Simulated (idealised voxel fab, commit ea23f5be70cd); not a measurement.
process module | voxel wiring stack
cross-section cut | 255 nm wide | cells 5 nm
A cross-section is a grid of square cells, given in bands from the top down. A band is one or more rows of cells.
Each band's line starts with the height of the band's top and of its bottom, in nm. Then come its materials from left to right, each with its width in nm. One material with "throughout" fills the band from edge to edge. "air" is empty space.
Height 0 is the level under which the wafer as received is all one material. The lowest band goes on downwards, as in "0 down".
A width such as "30 to 40" changes by the same amount from each row of cells to the next, from the band's top row to its bottom row.
"no change" after a step means that no cell of the cross-section changed.
closed voids: empty space of 8 cells or more with no open way to the top, each as width x height at its distance from the left edge, in nm
after a step's settings: what the simulator itself notes on the step
overlay nm, on a step with a mask: how far to the right of its planned place the mask lay; to the left if negative
plan
1 op RECEIVE | material Si
2 op CONFORMAL_DEP | material SiO2 | thk nm 15
3 op CONFORMAL_DEP | material SiN | thk nm 5
4 op DIRECTIONAL_DEP | material lowk | thk nm 15
5 op DIRECTIONAL_DEP | material aC | thk nm 10
6 op PATTERN | tone open | mask id METAL_1 | material resist | width nm 20 | pitch nm 35 | thk nm 25 | overlay nm 0
7 op DIRECTIONAL_ETCH | etch materials aC | depth nm 10
8 op STRIP | etch materials resist
9 op DIRECTIONAL_ETCH | etch materials lowk | depth nm 15
10 op DIRECTIONAL_ETCH | etch materials SiN | depth nm 5
11 op STRIP | etch materials aC
12 op CONFORMAL_DEP | material TiN | thk nm 5
13 op FILL_DEP | material Cu | thk nm 10
14 op CMP | height nm 35
15 op CONFORMAL_DEP | material SiCN | thk nm 5
16 op DIRECTIONAL_DEP | material lowk | thk nm 30
17 op PATTERN | tone open | mask id METAL_2_HOLES | material resist | width nm 15 | pitch nm 70 | thk nm 15 | overlay nm 0
18 op DIRECTIONAL_ETCH | etch materials lowk | depth nm 30
19 op STRIP | etch materials resist
20 op MASKED_ETCH | tone open | mask id METAL_2 | width nm 20 | pitch nm 35 | etch materials lowk | depth nm 20 | overlay nm 0
21 op MASKED_ETCH | tone open | mask id METAL_2 | width nm 20 | pitch nm 35 | etch materials SiCN | depth nm 5 | overlay nm 0
22 op CONFORMAL_DEP | material TiN | thk nm 5
23 op FILL_DEP | material Cu | thk nm 5
24 op CMP | height nm 70
25 op CONFORMAL_DEP | material SiN | thk nm 5
varied across the wafers: width nm of step 17. The plan shows the first wafer's value. All wafers start alike
first wafer as received, after step 1
  0 down: Si throughout
  closed voids: none
first wafer at the end, after step 25
  75 to 70: SiN throughout
  70 to 55: lowk 65 | TiN 5 | Cu 10 | TiN 5 | lowk 15 | TiN 5 | Cu 10 | TiN 5 | lowk 15 | TiN 5 | Cu 10 | TiN 5 | lowk 15 | TiN 5 | Cu 10 | TiN 5 | lowk 65
  55 to 50: lowk 65 | TiN 5 | Cu 5 | TiN 10 | lowk 15 | TiN 20 | lowk 15 | TiN 5 | Cu 5 | TiN 10 | lowk 15 | TiN 20 | lowk 65
  50 to 40: lowk 65 | TiN 5 | Cu 5 | TiN 5 | lowk 55 | TiN 5 | Cu 5 | TiN 5 | lowk 105
  40 to 35: SiCN 65 | TiN 15 | SiCN 55 | TiN 15 | SiCN 105
  35 to 20: lowk 65 | TiN 5 | Cu 10 | TiN 5 | lowk 15 | TiN 5 | Cu 10 | TiN 5 | lowk 15 | TiN 5 | Cu 10 | TiN 5 | lowk 15 | TiN 5 | Cu 10 | TiN 5 | lowk 65
  20 to 15: SiN 65 | TiN 20 | SiN 15 | TiN 20 | SiN 15 | TiN 20 | SiN 15 | TiN 20 | SiN 65
  15 to 0: SiO2 throughout
  0 down: Si throughout
  closed voids: none
last wafer at the end
  75 to 70: SiN throughout
  70 to 55: lowk 60 | TiN 5 | Cu 20 | TiN 5 | lowk 10 | TiN 5 | Cu 10 | TiN 5 | lowk 10 | TiN 5 | Cu 20 | TiN 5 | lowk 10 | TiN 5 | Cu 10 | TiN 5 | lowk 65
  55 to 50: lowk 60 | TiN 5 | Cu 20 | TiN 5 | lowk 10 | TiN 20 | lowk 10 | TiN 5 | Cu 20 | TiN 5 | lowk 10 | TiN 20 | lowk 65
  50 to 40: lowk 60 | TiN 5 to 10 | Cu 20 to 10 | TiN 5 to 10 | lowk 40 | TiN 5 to 10 | Cu 20 to 10 | TiN 5 to 10 | lowk 95
  40 to 35: SiCN 65 | TiN 20 | SiCN 50 | TiN 20 | SiCN 100
  35 to 20: lowk 65 | TiN 5 | Cu 10 | TiN 5 | lowk 15 | TiN 5 | Cu 10 | TiN 5 | lowk 15 | TiN 5 | Cu 10 | TiN 5 | lowk 15 | TiN 5 | Cu 10 | TiN 5 | lowk 65
  20 to 15: SiN 65 | TiN 20 | SiN 15 | TiN 20 | SiN 15 | TiN 20 | SiN 15 | TiN 20 | SiN 65
  15 to 0: SiO2 throughout
  0 down: Si throughout
  closed voids: none
each wafer at the end: cells of each material gained (+) or lost (-) since it was received, then its closed voids
width nm 15 | +54 Cu | +45 SiCN | +86 SiN | +153 SiO2 | +92 TiN | +335 lowk | closed voids: none
width nm 20 | +60 Cu | +43 SiCN | +86 SiN | +153 SiO2 | +92 TiN | +331 lowk | closed voids: none
width nm 25 | +70 Cu | +43 SiCN | +86 SiN | +153 SiO2 | +94 TiN | +319 lowk | closed voids: none
width nm 30 | +80 Cu | +43 SiCN | +86 SiN | +153 SiO2 | +96 TiN | +307 lowk | closed voids: none
